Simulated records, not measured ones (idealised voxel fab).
process module | voxel air gaps
cross-section cut | 265 nm wide | cells 5 nm
A cross-section is a grid of square cells, given in bands from the top down. A band is one or more rows of cells.
Each band's line starts with the height of the band's top and of its bottom, in nm. Then come its materials from left to right, each with its width in nm. One material with "throughout" fills the band from edge to edge. "air" is empty space.
Height 0 is the level under which the wafer as received is all one material. The lowest band goes on downwards, as in "0 down".
A width such as "30 to 40" changes by the same amount from each row of cells to the next, from the band's top row to its bottom row.
"no change" after a step means that no cell of the cross-section changed.
closed voids: empty space of 8 cells or more with no open way to the top, each as width x height at its distance from the left edge, in nm
after a step's settings: what the simulator itself notes on the step
overlay nm, on a step with a mask: how far to the right of its planned place the mask lay; to the left if negative
plan
1 op RECEIVE | material Si
2 op CONFORMAL_DEP | material SiO2 | thk nm 15
3 op CONFORMAL_DEP | material SiN | thk nm 5
4 op DIRECTIONAL_DEP | material SiO2 | thk nm 40
5 op DIRECTIONAL_DEP | material aC | thk nm 15
6 op PATTERN | tone open | mask id LINES | material resist | width nm 15 | pitch nm 40 | thk nm 35 | overlay nm 0
7 op DIRECTIONAL_ETCH | etch materials aC | depth nm 15
8 op STRIP | etch materials resist
9 op DIRECTIONAL_ETCH | etch materials SiO2 | depth nm 40
10 op STRIP | etch materials aC
11 op CONFORMAL_DEP | material TiN | thk nm 5
12 op FILL_DEP | material W | thk nm 10
13 op CMP | height nm 60
14 op EPI | material Ru | thk nm 10
15 op SELECTIVE_ETCH | etch materials SiO2 | depth nm 50
16 op CONFORMAL_DEP | material SiN | thk nm 5
as received, after step 1
  0 down: Si throughout
  closed voids: none
first wafer at the end, as planned
  75 to 70: air 70 | SiN 125 | air 70
  70 to 60: air 70 | SiN 5 | Ru 35 | SiN 5 | Ru 35 | SiN 5 | Ru 35 | SiN 5 | air 70
  60 to 55: air 70 | SiN 15 | TiN 5 | W 5 | TiN 5 | SiN 25 | TiN 5 | W 5 | TiN 5 | SiN 25 | TiN 5 | W 5 | TiN 5 | SiN 15 | air 70
  55 to 25: air 80 | SiN 5 | TiN 5 | W 5 | TiN 5 | SiN 5 | air 15 | SiN 5 | TiN 5 | W 5 | TiN 5 | SiN 5 | air 15 | SiN 5 | TiN 5 | W 5 | TiN 5 | SiN 5 | air 80
  25 to 20: SiN 85 | TiN 15 | SiN 25 | TiN 15 | SiN 25 | TiN 15 | SiN 85
  20 to 15: SiN throughout
  15 to 0: SiO2 throughout
  0 down: Si throughout
  closed voids: 15 x 30 at 105; 15 x 30 at 145
second wafer at the end: like start, like plan, one mistake
  85 to 80: air 60 | SiN 145 | air 60
  80 to 60: air 60 | SiN 5 | Ru 135 | SiN 5 | air 60
  60 to 55: air 60 | SiN 25 | TiN 5 | W 5 | TiN 5 | SiO2 25 | TiN 5 | W 5 | TiN 5 | SiO2 25 | TiN 5 | W 5 | TiN 5 | SiN 25 | air 60
  55 to 25: air 80 | SiN 5 | TiN 5 | W 5 | TiN 5 | SiO2 25 | TiN 5 | W 5 | TiN 5 | SiO2 25 | TiN 5 | W 5 | TiN 5 | SiN 5 | air 80
  25 to 20: SiN 85 | TiN 15 | SiO2 25 | TiN 15 | SiO2 25 | TiN 15 | SiN 85
  20 to 15: SiN throughout
  15 to 0: SiO2 throughout
  0 down: Si throughout
  closed voids: none
what went wrong: step 14 was run twice
at the end the second wafer has, in cells: 66 more of Ru | 36 fewer of SiN | 80 more of SiO2
closed voids at the end (first wafer, second wafer): 2, 0
